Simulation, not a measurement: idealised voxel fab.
The following process module bears the name voxel spacer lines.
Shown is cross-section cut, with a width of 230 nm and square cells of size 5 nm.
Just so we're on the same page, the cross-sections are grids of square cells, and they're listed out in bands top to bottom, each band one or more rows deep.
The entry gives the band's vertical extent as a top height and a bottom height in nm, then its horizontal make-up as materials from left to right, each with a width in nm. "air" stands for empty space; a single material marked "everywhere" fills the band edge to edge.
Counting heights begins at 0, where everything beneath is, in the wafer as received, one material. The lowest band has no bottom; it goes on downwards, as "from 0 down" shows.
Width spec "30 to 40" -> top row of cells at first value, bottom row at second value, equal per-row change in between.
Where the words "all unchanged" appear for a step, the cross-section shows no cell changed by that step; every cell remained as before.
Basically, "Enclosed void inventory" tells you about the enclosed voids: empty spaces with no open way to the top, 8 cells or bigger, each written width x height at distance, where distance is from the left edge, all in nm.
That trailing text on a step's line, after the settings, is the simulator's own remark on the step.
Regarding "overlay nm": on a step with a mask, it is the distance the mask lay to the right of its planned place; a negative value places it to the left.

**Planned process steps**
- 1: RECEIVE (material Si)
- 2: CONFORMAL_DEP (material SiO2; thk nm 5)
- 3: DIRECTIONAL_DEP (material polySi; thk nm 10)
- 4: DIRECTIONAL_DEP (material aC; thk nm 20)
- 5: PATTERN (tone cover; mask id MANDREL; material resist; width nm 15; pitch nm 70; thk nm 25; overlay nm 0)
- 6: DIRECTIONAL_ETCH (etch materials aC; depth nm 20)
- 7: STRIP (etch materials resist)
- 8: CONFORMAL_DEP (material SiN; thk nm 15)
- 9: DIRECTIONAL_ETCH (etch materials SiN; depth nm 15)
- 10: STRIP (etch materials aC)
- 11: DIRECTIONAL_ETCH (etch materials polySi; depth nm 10)
- 12: STRIP (etch materials SiN)
- 13: FILL_DEP (material lowk; thk nm 10)
- 14: CMP (height nm 15)
Be aware that, although all wafers share a common starting state, the width nm at step 5 differs among them, and the plan displays the first wafer's value.

**The as-received cross-section of the first of several wafers corresponds to the state after step 1**
* from 0 down | Si everywhere
* Enclosed void inventory: none

**Each row below is a wafer at the end of the module, listing for every material the number of cells it has gained (+) or lost (-) since it was received, followed by its closed voids**
width nm 15 | +46 SiO2 | +68 lowk | +24 polySi | Enclosed void inventory: none
width nm 20 | +46 SiO2 | +68 lowk | +24 polySi | Enclosed void inventory: none
width nm 25 | +46 SiO2 | +68 lowk | +24 polySi | Enclosed void inventory: none
width nm 30 | +46 SiO2 | +68 lowk | +24 polySi | Enclosed void inventory: none
width nm 35 | +46 SiO2 | +68 lowk | +24 polySi | Enclosed void inventory: none
